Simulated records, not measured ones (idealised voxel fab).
Name of the process module below: voxel capacitor over wiring
Square cell edge 5 nm, section width 285 nm, ID cut.
Throughout this document, each cross-section is represented as a grid of square cells and is presented as a sequence of bands enumerated from the top downward, where a band comprises one or more rows of cells.
First you get the band's top height and its bottom height, in nm, and then the materials it's made of, left to right, with each width in nm. If you see a single material with "full width", that one covers the band edge to edge. "air" is empty space.
Height 0 is the level under which the wafer as received is all one material. The lowest band goes on downwards, as in "0 down".
Per-row width for "30..40": begins at first number (top row of band), ends at second number (bottom row), increment between rows held constant.
Given "nothing altered" for a step, no cell of the cross-section differs between before and after that step.
Look at "Closed void entries" for the closed voids: empty spaces with no open path to the top, sized 8 cells or up. Each is width x height at distance, distance from the left edge, all nm.
On a step's line, text after the settings is the simulator commenting on that step.
"overlay nm" answers the question of how far to the right of plan the mask lay on a step that has a mask, and when it is negative the answer is to the left.
SO HERE'S THE LINEUP OF PROCESS STEPS WE PLANNED
1,RECEIVE, material Si
2,CONFORMAL_DEP, material SiO2, thk nm 10
3,CONFORMAL_DEP, material SiN, thk nm 5
4,DIRECTIONAL_DEP, material SiO2, thk nm 20
5,MASKED_ETCH, tone open, mask id METAL_1, width nm 30, pitch nm 90, etch materials SiO2, depth nm 20, overlay nm 0
6,MASKED_ETCH, tone open, mask id METAL_1, width nm 30, pitch nm 90, etch materials SiN, depth nm 5, overlay nm 0
7,CONFORMAL_DEP, material TiN, thk nm 5
8,FILL_DEP, material W, thk nm 5
9,CMP, height nm 35
10,CONFORMAL_DEP, material SiCN, thk nm 5
11,DIRECTIONAL_DEP, material SiO2, thk nm 15
12,PATTERN, tone open, mask id PLUG_1, material resist, width nm 15, thk nm 15, overlay nm 0
13,DIRECTIONAL_ETCH, etch materials SiO2, depth nm 15
14,DIRECTIONAL_ETCH, etch materials SiCN, depth nm 5
15,STRIP, etch materials resist
16,EPI, material Ru, thk nm 10
17,EPI, material Ru, thk nm 10
18,DIRECTIONAL_DEP, material TiN, thk nm 10
19,DIRECTIONAL_DEP, material SiN, thk nm 5
20,DIRECTIONAL_DEP, material TiN, thk nm 5
21,DIRECTIONAL_DEP, material aC, thk nm 15
22,PATTERN, tone cover, mask id UPPER_PLATE, material resist, width nm 65, thk nm 30, overlay nm 0
23,DIRECTIONAL_ETCH, etch materials aC, depth nm 15
24,STRIP, etch materials resist
25,DIRECTIONAL_ETCH, etch materials TiN, depth nm 5
26,DIRECTIONAL_ETCH, etch materials SiN, depth nm 5
27,STRIP, etch materials aC
28,DIRECTIONAL_DEP, material aC, thk nm 15
29,PATTERN, tone cover, mask id LOWER_PLATE, material resist, width nm 65, thk nm 35, overlay nm 0
30,DIRECTIONAL_ETCH, etch materials aC, depth nm 15
31,STRIP, etch materials resist
32,DIRECTIONAL_ETCH, etch materials TiN, depth nm 10
33,STRIP, etch materials aC
34,FILL_DEP, material SiO2, thk nm 15
35,CMP, height nm 85
36,DIRECTIONAL_DEP, material aC, thk nm 15
37,PATTERN, tone open, mask id PLUG_2, material resist, width nm 15, thk nm 35, overlay nm 0
38,DIRECTIONAL_ETCH, etch materials aC, depth nm 15
39,STRIP, etch materials resist
40,DIRECTIONAL_ETCH, etch materials SiO2, depth nm 10
41,STRIP, etch materials aC
42,CONFORMAL_DEP, material TiN, thk nm 5
43,FILL_DEP, material Ru, thk nm 5
44,CMP, height nm 85
45,CONFORMAL_DEP, material SiN, thk nm 5
The wafers in this document start out alike and differ in the width nm applied at step 29; the plan shows the value used for the first wafer.
STEP 1 COMPLETE: AS-RECEIVED CROSS-SECTION OF THE FIRST OF SEVERAL WAFERS
    0 down | Si full width
    Closed void entries: none
WAFER CROSS-SECTION (FIRST OF SEVERAL) - MODULE END, POST STEP 45 (LAST STEP)
    90 to 85 | SiN full width
    85 to 80 | SiO2 (105) | TiN (5) | Ru (5) | TiN (5) | SiO2 (165)
    80 to 70 | SiO2 (105..95) | TiN (15..65) | SiO2 (165..125)
    70 to 65 | SiO2 (95) | SiN (65) | SiO2 (125)
    65 to 55 | SiO2 (95) | TiN (65) | SiO2 (125)
    55 to 40 | SiO2 (95) | Ru (15) | SiO2 (175)
    40 to 35 | SiCN (95) | Ru (15) | SiCN (175)
    35 to 15 | SiO2 (80) | TiN (5) | W (20) | TiN (5) | SiO2 (60) | TiN (5) | W (20) | TiN (5) | SiO2 (85)
    15 to 10 | SiN (80) | TiN (30) | SiN (60) | TiN (30) | SiN (85)
    10 to 0 | SiO2 full width
    0 down | Si full width
    Closed void entries: none
FINAL WAFER OF SEVERAL, SHOWN IN CROSS-SECTION AT THE END OF THE MODULE
    90 to 85 | SiN full width
    85 to 80 | SiO2 (105) | TiN (5) | Ru (5) | TiN (5) | SiO2 (165)
    80 to 70 | SiO2 (105..95) | TiN (15..65) | SiO2 (165..125)
    70 to 65 | SiO2 (95) | SiN (65) | SiO2 (125)
    65 to 55 | SiO2 (85) | TiN (90) | SiO2 (110)
    55 to 40 | SiO2 (95) | Ru (15) | SiO2 (175)
    40 to 35 | SiCN (95) | Ru (15) | SiCN (175)
    35 to 15 | SiO2 (80) | TiN (5) | W (20) | TiN (5) | SiO2 (60) | TiN (5) | W (20) | TiN (5) | SiO2 (85)
    15 to 10 | SiN (80) | TiN (30) | SiN (60) | TiN (30) | SiN (85)
    10 to 0 | SiO2 full width
    0 down | Si full width
    Closed void entries: none
WAFER ROWS, END OF MODULE: CELLS PER MATERIAL GAINED (+) OR LOST (-) SINCE RECEIPT; CLOSED VOIDS LAST
width nm 65; +13 Ru; +54 SiCN; +115 SiN; +740 SiO2; +72 TiN; +32 W; Closed void entries: none
width nm 70; +13 Ru; +54 SiCN; +115 SiN; +738 SiO2; +74 TiN; +32 W; Closed void entries: none
width nm 75; +13 Ru; +54 SiCN; +115 SiN; +736 SiO2; +76 TiN; +32 W; Closed void entries: none
width nm 80; +13 Ru; +54 SiCN; +115 SiN; +734 SiO2; +78 TiN; +32 W; Closed void entries: none
width nm 85; +13 Ru; +54 SiCN; +115 SiN; +732 SiO2; +80 TiN; +32 W; Closed void entries: none
width nm 90; +13 Ru; +54 SiCN; +115 SiN; +730 SiO2; +82 TiN; +32 W; Closed void entries: none
